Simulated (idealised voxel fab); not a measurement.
process module | voxel self aligned vias
cross-section cut | 255 nm wide | cells 5 nm
A cross-section is a grid of square cells, given in bands from the top down. A band is one or more rows of cells.
Each band's line starts with the height of the band's top and of its bottom, in nm. Then come its materials from left to right, each with its width in nm. One material with "throughout" fills the band from edge to edge. "air" is empty space.
Height 0 is the level under which the wafer as received is all one material. The lowest band goes on downwards, as in "0 down".
A width such as "30 to 40" changes by the same amount from each row of cells to the next, from the band's top row to its bottom row.
"no change" after a step means that no cell of the cross-section changed.
closed voids: empty space of 8 cells or more with no open way to the top, each as width x height at its distance from the left edge, in nm
after a step's settings: what the simulator itself notes on the step
overlay nm, on a step with a mask: how far to the right of its planned place the mask lay; to the left if negative
plan
1 op RECEIVE | material Si
2 op CONFORMAL_DEP | material SiO2 | thk nm 10
3 op CONFORMAL_DEP | material SiCN | thk nm 5
4 op DIRECTIONAL_DEP | material lowk | thk nm 25
5 op PATTERN | tone open | mask id LINES | material resist | width nm 25 | pitch nm 55 | thk nm 20 | overlay nm 0
6 op DIRECTIONAL_ETCH | etch materials lowk | depth nm 25
7 op STRIP | etch materials resist
8 op CONFORMAL_DEP | material TiN | thk nm 5
9 op FILL_DEP | material Ru | thk nm 10
10 op CMP | height nm 40
11 op SELECTIVE_ETCH | etch materials W Ru TiN | depth nm 5
12 op FILL_DEP | material SiN | thk nm 10
13 op CMP | height nm 40
14 op DIRECTIONAL_DEP | material lowk | thk nm 15
15 op DIRECTIONAL_DEP | material aC | thk nm 15
16 op PATTERN | tone open | mask id VIAS | material resist | width nm 35 | pitch nm 55 | thk nm 30 | overlay nm 0
17 op DIRECTIONAL_ETCH | etch materials aC | depth nm 15
18 op STRIP | etch materials resist
19 op DIRECTIONAL_ETCH | etch materials lowk | depth nm 15
20 op DIRECTIONAL_ETCH | etch materials SiN | depth nm 5
21 op STRIP | etch materials aC
22 op CONFORMAL_DEP | material TiN | thk nm 5
23 op FILL_DEP | material Cu | thk nm 10
24 op CMP | height nm 55
25 op CONFORMAL_DEP | material SiCN | thk nm 5
first wafer, as planned
as received, after step 1
  0 down: Si throughout
  closed voids: none
after step 2
  10 to 0: SiO2 throughout
  below 0: unchanged
after step 3
  15 to 10: SiCN throughout
  below 10: unchanged
after step 4
  40 to 15: lowk throughout
  below 15: unchanged
after step 5
  60 to 40: resist 85 | air 25 | resist 30 | air 25 | resist 90
  below 40: unchanged
after step 6
  60 to 40: resist 85 | air 25 | resist 30 | air 25 | resist 90
  40 to 15: lowk 85 | air 25 | lowk 30 | air 25 | lowk 90
  below 15: unchanged
after step 7
  40 to 15: lowk 85 | air 25 | lowk 30 | air 25 | lowk 90
  below 15: unchanged
after step 8
  45 to 40: TiN 90 | air 15 | TiN 40 | air 15 | TiN 95
  40 to 20: lowk 85 | TiN 5 | air 15 | TiN 5 | lowk 30 | TiN 5 | air 15 | TiN 5 | lowk 90
  20 to 15: lowk 85 | TiN 25 | lowk 30 | TiN 25 | lowk 90
  below 15: unchanged
after step 9
  55 to 45: Ru throughout
  45 to 40: TiN 90 | Ru 15 | TiN 40 | Ru 15 | TiN 95
  40 to 20: lowk 85 | TiN 5 | Ru 15 | TiN 5 | lowk 30 | TiN 5 | Ru 15 | TiN 5 | lowk 90
  below 20: unchanged
after step 10
  40 to 20: lowk 85 | TiN 5 | Ru 15 | TiN 5 | lowk 30 | TiN 5 | Ru 15 | TiN 5 | lowk 90
  below 20: unchanged
after step 11
  40 to 35: lowk 85 | air 25 | lowk 30 | air 25 | lowk 90
  below 35: unchanged
after step 12
  50 to 40: SiN throughout
  40 to 35: lowk 85 | SiN 25 | lowk 30 | SiN 25 | lowk 90
  below 35: unchanged
after step 13
  40 to 35: lowk 85 | SiN 25 | lowk 30 | SiN 25 | lowk 90
  below 35: unchanged
after step 14
  55 to 40: lowk throughout
  below 40: unchanged
after step 15
  70 to 55: aC throughout
  below 55: unchanged
after step 16
  100 to 70: resist 80 | air 35 | resist 20 | air 35 | resist 85
  below 70: unchanged
after step 17
  85 to 70: resist 80 | air 35 | resist 20 | air 35 | resist 85
  70 to 55: aC 80 | air 35 | aC 20 | air 35 | aC 85
  below 55: unchanged
after step 18
  70 to 55: aC 80 | air 35 | aC 20 | air 35 | aC 85
  below 55: unchanged
after step 19
  70 to 55: aC 80 | air 35 | aC 20 | air 35 | aC 85
  55 to 40: lowk 80 | air 35 | lowk 20 | air 35 | lowk 85
  below 40: unchanged
after step 20
  70 to 55: aC 80 | air 35 | aC 20 | air 35 | aC 85
  55 to 40: lowk 80 | air 35 | lowk 20 | air 35 | lowk 85
  40 to 35: lowk 85 | air 25 | lowk 30 | air 25 | lowk 90
  below 35: unchanged
after step 21
  55 to 40: lowk 80 | air 35 | lowk 20 | air 35 | lowk 85
  below 40: unchanged
after step 22
  60 to 55: TiN 85 | air 25 | TiN 30 | air 25 | TiN 90
  55 to 45: lowk 80 | TiN 5 | air 25 | TiN 5 | lowk 20 | TiN 5 | air 25 | TiN 5 | lowk 85
  45 to 40: lowk 80 | TiN 10 | air 15 | TiN 10 | lowk 20 | TiN 10 | air 15 | TiN 10 | lowk 85
  40 to 35: lowk 85 | TiN 25 | lowk 30 | TiN 25 | lowk 90
  below 35: unchanged
after step 23
  70 to 60: Cu throughout
  60 to 55: TiN 85 | Cu 25 | TiN 30 | Cu 25 | TiN 90
  55 to 45: lowk 80 | TiN 5 | Cu 25 | TiN 5 | lowk 20 | TiN 5 | Cu 25 | TiN 5 | lowk 85
  45 to 40: lowk 80 | TiN 10 | Cu 15 | TiN 10 | lowk 20 | TiN 10 | Cu 15 | TiN 10 | lowk 85
  below 40: unchanged
after step 24
  55 to 45: lowk 80 | TiN 5 | Cu 25 | TiN 5 | lowk 20 | TiN 5 | Cu 25 | TiN 5 | lowk 85
  below 45: unchanged
after step 25
  60 to 55: SiCN throughout
  below 55: unchanged
second wafer: like start, like plan, one mistake. Through step 15 it matches the first wafer
when step 16 should have ended
  100 to 70: air 80 | resist 35 | air 20 | resist 35 | air 85
  below 70: unchanged
when step 17 should have ended
  85 to 70: air 80 | resist 35 | air 20 | resist 35 | air 85
  70 to 55: air 80 | aC 35 | air 20 | aC 35 | air 85
  below 55: unchanged
when step 18 should have ended
  70 to 55: air 80 | aC 35 | air 20 | aC 35 | air 85
  below 55: unchanged
when step 19 should have ended
  70 to 55: air 80 | aC 35 | air 20 | aC 35 | air 85
  55 to 40: air 80 | lowk 35 | air 20 | lowk 35 | air 85
  below 40: unchanged
when step 20 should have ended: no change
when step 21 should have ended
  55 to 40: air 80 | lowk 35 | air 20 | lowk 35 | air 85
  below 40: unchanged
when step 22 should have ended
  60 to 55: air 75 | TiN 45 | air 10 | TiN 45 | air 80
  55 to 45: air 75 | TiN 5 | lowk 35 | TiN 5 | air 10 | TiN 5 | lowk 35 | TiN 5 | air 80
  45 to 40: TiN 80 | lowk 35 | TiN 20 | lowk 35 | TiN 85
  below 40: unchanged
when step 23 should have ended
  70 to 60: Cu throughout
  60 to 55: Cu 75 | TiN 45 | Cu 10 | TiN 45 | Cu 80
  55 to 45: Cu 75 | TiN 5 | lowk 35 | TiN 5 | Cu 10 | TiN 5 | lowk 35 | TiN 5 | Cu 80
  below 45: unchanged
when step 24 should have ended
  55 to 45: Cu 75 | TiN 5 | lowk 35 | TiN 5 | Cu 10 | TiN 5 | lowk 35 | TiN 5 | Cu 80
  below 45: unchanged
when step 25 should have ended
  60 to 55: SiCN throughout
  below 55: unchanged
what went wrong: step 16 ran as: op PATTERN | tone cover | mask id VIAS | material resist | width nm 35 | pitch nm 55 | thk nm 30 | overlay nm 0
at the end the second wafer has, in cells: 40 more of Cu | 10 more of SiN | 19 more of TiN | 69 fewer of lowk
